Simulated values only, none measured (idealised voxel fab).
A process module follows: voxel self aligned vias.
We display cut, a cross-section 270 nm in width whose square cells are each 5 nm.
For the purposes of this document, a cross-section shall be understood as a grid of square cells, specified as bands listed in top-to-bottom order, each band consisting of one or more rows of cells. This entry defines a band. It first specifies the height of the band's top and the height of its bottom in nm, and then specifies the band's materials from left to right, stating each material with its width in nm. The word "full width" identifies a single material that fills the band from edge to edge, while the word "air" identifies empty space. All heights in this document are referenced to 0, defined as the level beneath which the wafer, as received, consists entirely of one material. The lowest band is not bounded below; it extends indefinitely downward and is written in the form "from 0 down". Note: "30 to 40" means the width goes from the first number (top row of the band) to the second number (bottom row) in equal steps per row of cells. Where the words "remained unchanged" appear for a step, the cross-section shows no cell changed by that step; every cell remained as before. Closed empty spaces (no open way to the top) of 8 cells or more are what "Completely sealed voids" lists, each as width x height at distance from the left edge, nm for all three. What comes after the settings on a step's line is commentary from the simulator itself on that step. overlay nm: mask right of planned place by this much (step with mask). Neg. = left.

### Steps in the process plan
1 RECEIVE [material Si]
2 CONFORMAL_DEP [material SiO2] [thk nm 10]
3 CONFORMAL_DEP [material SiCN] [thk nm 5]
4 DIRECTIONAL_DEP [material SiO2] [thk nm 30]
5 PATTERN [tone open] [mask id LINES] [material resist] [width nm 25] [pitch nm 65] [thk nm 20] [overlay nm 0]
6 DIRECTIONAL_ETCH [etch materials SiO2] [depth nm 30]
7 STRIP [etch materials resist]
8 CONFORMAL_DEP [material TiN] [thk nm 5]
9 FILL_DEP [material W] [thk nm 10]
10 CMP [height nm 45]
11 SELECTIVE_ETCH [etch materials W Ru TiN] [depth nm 5]
12 FILL_DEP [material SiN] [thk nm 5]
13 CMP [height nm 45]
14 DIRECTIONAL_DEP [material SiO2] [thk nm 20]
15 MASKED_ETCH [tone open] [mask id VIAS] [width nm 35] [pitch nm 65] [etch materials SiO2] [depth nm 20] [overlay nm 0]
16 MASKED_ETCH [tone open] [mask id VIAS] [width nm 35] [pitch nm 65] [etch materials SiN] [depth nm 5] [overlay nm 0]
17 CONFORMAL_DEP [material TiN] [thk nm 5]
18 FILL_DEP [material Cu] [thk nm 10]
19 CMP [height nm 65]
20 CONFORMAL_DEP [material SiCN] [thk nm 5]

### as received, after step 1
- from 0 down: Si full width
- Completely sealed voids: none

### The following cross-section depicts the wafer upon conclusion of the module. Processing commenced from the starting condition illustrated above and adhered to the plan illustrated above, save for one mistake in execution
- from 70 to 65: SiCN full width
- from 65 to 45: SiO2=50; TiN=5; Cu=25; TiN=5; SiO2=30; TiN=5; Cu=25; TiN=5; SiO2=30; TiN=5; Cu=25; TiN=5; SiO2=55
- from 45 to 40: SiN=50; TiN=35; SiN=30; TiN=35; SiN=30; TiN=35; SiN=55
- from 40 to 35: SiO2=55; SiN=25; SiO2=40; SiN=25; SiO2=40; SiN=25; SiO2=60
- from 35 to 20: SiO2=55; TiN=5; W=15; TiN=5; SiO2=40; TiN=5; W=15; TiN=5; SiO2=40; TiN=5; W=15; TiN=5; SiO2=60
- from 20 to 15: SiO2=55; TiN=25; SiO2=40; TiN=25; SiO2=40; TiN=25; SiO2=60
- from 15 to 10: SiCN full width
- from 10 to 0: SiO2 full width
- from 0 down: Si full width
- Completely sealed voids: none
Finding, execution versus plan: step 10 went in with a setting other than planned; the actual run was CMP [height nm 40]
